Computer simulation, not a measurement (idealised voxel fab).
A process module follows: voxel released beams.
Cross-sectional view cut (width: 290 nm; square cell size: 5 nm).
Cross-section = grid of square cells, listed top down in bands; band = one or more rows.
It is stipulated that each band's entry specify, in nanometres, the height of the top of the band and then that of its bottom, followed by the materials of the band in left-to-right sequence, each together with its width in nanometres. A single material marked by the word "edge to edge" is understood to fill the band from edge to edge; the word "blank" is understood to denote empty space.
Height is counted from the level 0, under which the received wafer is composed throughout of one material. The lowest of the bands is not closed at the bottom but continues downward, in the notation "z 0 and below".
Width: "30 to 40" (first number = top row, second number = bottom row, same change from row to row of cells).
"same as before" (step): cross-section cells unchanged, all of them.
The entry "Enclosed cavity list" lists the empty spaces that cover at least 8 cells and have no open path to the top. Each is written as width x height at distance, where the distance is measured from the left edge and all three values are in nm.
If you see something after the settings on a step's line, that's the simulator's own remark about that step.
overlay nm, on a step with a mask: how far to the right of its planned place the mask lay; to the left if negative

[Steps planned for the process]
1: RECEIVE, material Si
2: CONFORMAL_DEP, material SiN, thk nm 10
3: DIRECTIONAL_DEP, material SiO2, thk nm 20
4: MASKED_ETCH, tone open, mask id ANCHOR, width nm 35, etch materials SiO2, depth nm 20, overlay nm 0
5: CONFORMAL_DEP, material polySi, thk nm 10
6: MASKED_ETCH, tone cover, mask id BEAM, width nm 90, etch materials polySi, depth nm 10, overlay nm 0
7: STRIP, etch materials SiO2

[Delivered wafer in cross-section: state after step 1]
- z 0 and below | Si edge to edge
- Enclosed cavity list: none

[The following cross-section depicts the wafer upon conclusion of the module. Processing commenced from the starting condition illustrated above and adhered to the plan illustrated above, save for one mistake in execution]
- z 30 to 20 | blank 95 nm; polySi 15 nm; blank 15 nm; polySi 60 nm; blank 105 nm
- z 20 to 10 | blank 100 nm; polySi 35 nm; blank 155 nm
- z 10 to 0 | SiN edge to edge
- z 0 and below | Si edge to edge
- Enclosed cavity list: none
Here's what went sideways: step 3 was processed under conditions differing from the plan, specifically as DIRECTIONAL_DEP, material SiO2, thk nm 10
